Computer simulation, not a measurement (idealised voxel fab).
process module | voxel ribs on slabs
cross-section cut | 155 nm wide | cells 5 nm
A cross-section is a grid of square cells, given in bands from the top down. A band is one or more rows of cells.
Each band's line starts with the height of the band's top and of its bottom, in nm. Then come its materials from left to right, each with its width in nm. One material with "throughout" fills the band from edge to edge. "air" is empty space.
Height 0 is the level under which the wafer as received is all one material. The lowest band goes on downwards, as in "0 down".
A width such as "30 to 40" changes by the same amount from each row of cells to the next, from the band's top row to its bottom row.
"no change" after a step means that no cell of the cross-section changed.
closed voids: empty space of 8 cells or more with no open way to the top, each as width x height at its distance from the left edge, in nm
after a step's settings: what the simulator itself notes on the step
overlay nm, on a step with a mask: how far to the right of its planned place the mask lay; to the left if negative
plan
1 op RECEIVE | material Si
2 op DIRECTIONAL_DEP | material SiO2 | thk nm 30
3 op DIRECTIONAL_DEP | material SiN | thk nm 25
4 op PATTERN | tone cover | mask id RIB | material resist | width nm 20 | thk nm 15 | overlay nm 0
5 op DIRECTIONAL_ETCH | etch materials SiN | depth nm 20
6 op STRIP | etch materials resist
7 op MASKED_ETCH | tone cover | mask id SLAB | width nm 50 | etch materials SiN | depth nm 5 | overlay nm 0
8 op FILL_DEP | material SiO2 | thk nm 20
9 op CMP | height nm 70
10 op DIRECTIONAL_DEP | material W | thk nm 10
11 op DIRECTIONAL_DEP | material aC | thk nm 15
12 op PATTERN | tone cover | mask id HEATER | material resist | width nm 30 | thk nm 30 | overlay nm 0
13 op DIRECTIONAL_ETCH | etch materials aC | depth nm 15
14 op STRIP | etch materials resist
15 op DIRECTIONAL_ETCH | etch materials W | depth nm 10
16 op STRIP | etch materials aC
17 op CONFORMAL_DEP | material SiN | thk nm 5
as received, after step 1
  0 down: Si throughout
  closed voids: none
first wafer at the end, as planned
  85 to 80: air 55 | SiN 40 | air 60
  80 to 75: air 55 | SiN 5 | W 30 | SiN 5 | air 60
  75 to 70: SiN 60 | W 30 | SiN 65
  70 to 55: SiO2 throughout
  55 to 35: SiO2 65 | SiN 20 | SiO2 70
  35 to 30: SiO2 50 | SiN 50 | SiO2 55
  30 to 0: SiO2 throughout
  0 down: Si throughout
  closed voids: none
second wafer at the end: like start, like plan, one mistake
  85 to 80: air 55 | SiN 40 | air 60
  80 to 75: air 55 | SiN 5 | W 30 | SiN 5 | air 60
  75 to 70: SiN 60 | W 30 | SiN 65
  70 to 60: SiO2 65 to 50 | SiN 20 to 50 | SiO2 70 to 55
  60 to 0: SiO2 throughout
  0 down: Si throughout
  closed voids: none
what went wrong: step 2 was run twice
at the end the second wafer has, in cells: 12 fewer of SiN | 12 more of SiO2
